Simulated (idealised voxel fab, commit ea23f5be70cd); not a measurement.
Title: Process Module voxel released beams
Cross-sectional view cut (width: 245 nm; square cell size: 5 nm).
Heads up, the way a cross-section reads in here is a grid of square cells, handed over as bands from the top down, with every band being one or more rows of cells.
It is stipulated that each band's entry specify, in nanometres, the height of the top of the band and then that of its bottom, followed by the materials of the band in left-to-right sequence, each together with its width in nanometres. A single material marked by the word "throughout" is understood to fill the band from edge to edge; the word "air" is understood to denote empty space.
Below 0: as-received wafer, all one material; heights counted from there. Lowest band: no bottom, goes on down, written "0 and below".
When a width is written as two numbers, as in "30->40", the first number is the width in the top row of cells of the band and the second is the width in its bottom row, and the width changes by the same amount from each row to the next.
Where the words "all unchanged" appear for a step, the cross-section shows no cell changed by that step; every cell remained as before.
"Fully sealed cavities" contains a list of empty spaces, each no smaller than 8 cells and without an open way to the top, written in the form width x height at distance with the distance from the left edge and all three in nm.
The remark found on a step's line after its settings is issued by the simulator itself and pertains to that step.
overlay nm: for a step with a mask, the amount by which the mask lay right of where it was planned; a negative amount means left of it.
[These are the steps we planned for the process]
1. RECEIVE with material Si
2. CONFORMAL_DEP with material Al2O3, thk nm 10
3. DIRECTIONAL_DEP with material SiO2, thk nm 20
4. MASKED_ETCH with tone open, mask id ANCHOR, width nm 45, etch materials SiO2, depth nm 20, overlay nm 0
5. CONFORMAL_DEP with material polySi, thk nm 15
6. MASKED_ETCH with tone cover, mask id BEAM, width nm 105, etch materials polySi, depth nm 15, overlay nm 0
7. STRIP with etch materials SiO2
[Cross-section, incoming material, after step 1]
> 0 and below: Si throughout
> Fully sealed cavities: none
[Run as planned - first of the two wafers cross-sectioned at the end of the module]
> 45 down to 30: air: 65; polySi: 20; air: 15; polySi: 70; air: 75
> 30 down to 25: air: 70; polySi: 15; air: 15; polySi: 15; air: 130
> 25 down to 10: air: 70; polySi: 45; air: 130
> 10 down to 0: Al2O3 throughout
> 0 and below: Si throughout
> Fully sealed cavities: none
[Cross-section at end of module for the second wafer of two, which matched the first in starting point and plan and differed by one mistake in its processing]
> 40 down to 25: air: 65; polySi: 20; air: 15; polySi: 70; air: 75
> 25 down to 20: air: 70; polySi: 15; air: 15; polySi: 15; air: 130
> 20 down to 5: air: 70; polySi: 45; air: 130
> 5 down to 0: Al2O3 throughout
> 0 and below: Si throughout
> Fully sealed cavities: none
In executing the process, a mistake was made relative to the plan: the process deviated at step 2: the operation and settings actually run there were CONFORMAL_DEP with material Al2O3, thk nm 5
Looking at both finished wafers in cells, the second ends up ahead of or behind the first on some materials: Al2O3 -49
